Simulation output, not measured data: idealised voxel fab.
Proc. module: voxel released beams
The figure presents cross-section cut, which has a width of 210 nm and is divided into square cells with an edge length of 5 nm.
When this document writes out a cross-section, it uses a grid of square cells and lists it as bands, beginning at the top and moving down, with a band standing for one or more rows of cells. Heights first: top, then bottom, in nm. Then materials, left to right, each with a width in nm. "all across" on a single material: fills the band edge to edge. "air": empty space. Heights are measured from 0, the level below which the as-received wafer is all one material; the lowest band has no bottom and continues downward, written as in "0 down". Graded width ("30->40"): value in top row of band = first number; value in bottom row = second number; row-to-row change constant. A step reported as "nothing altered" is a step in which no cell of the cross-section changed. "Closed void entries" means: voids of 8 cells or more that are shut off from the top with no open way through. Written width x height at distance, distance from the left edge, in nm. after a step's settings: what the simulator itself notes on the step. The optional step-line setting "overlay nm" applies to steps with a mask and quantifies how far to the right of its planned location the mask lay, a negative value indicating leftward placement.
**So here's the lineup of process steps we planned**
1,op RECEIVE | material Si
2,op CONFORMAL_DEP | material Al2O3 | thk nm 5
3,op DIRECTIONAL_DEP | material SiO2 | thk nm 20
4,op MASKED_ETCH | tone open | mask id ANCHOR | width nm 40 | etch materials SiO2 | depth nm 20 | overlay nm 0
5,op CONFORMAL_DEP | material W | thk nm 15
6,op PATTERN | tone cover | mask id BEAM | material resist | width nm 105 | thk nm 15 | overlay nm 0
7,op DIRECTIONAL_ETCH | etch materials W | depth nm 15
8,op STRIP | etch materials resist
9,op STRIP | etch materials SiO2
**Delivered wafer in cross-section: state after step 1**
  0 down = Si all across
  Closed void entries: none
**Wafer cross-section at module end: first of two, run to plan**
  40 to 25 = air 50 nm  W 20 nm  air 10 nm  W 75 nm  air 55 nm
  25 to 20 = air 55 nm  W 15 nm  air 10 nm  W 15 nm  air 115 nm
  20 to 5 = air 55 nm  W 40 nm  air 115 nm
  5 to 0 = Al2O3 all across
  0 down = Si all across
  Closed void entries: none
**Second wafer cross-section at end of module - shared start and plan with the first, one mistake in the run**
  40 to 25 = air 50 nm  W 10 nm  air 10 nm  W 85 nm  air 55 nm
  25 to 20 = air 45 nm  W 15 nm  air 10 nm  W 15 nm  air 125 nm
  20 to 5 = air 45 nm  W 40 nm  air 125 nm
  5 to 0 = Al2O3 all across
  0 down = Si all across
  Closed void entries: none
Run error: step 4 was run on a setting that differed from the plan, and what really ran there is op MASKED_ETCH | tone open | mask id ANCHOR | width nm 40 | etch materials SiO2 | depth nm 20 | overlay nm -10
The two final wafers agree on how many cells each material fills and disagree on which cells those are.
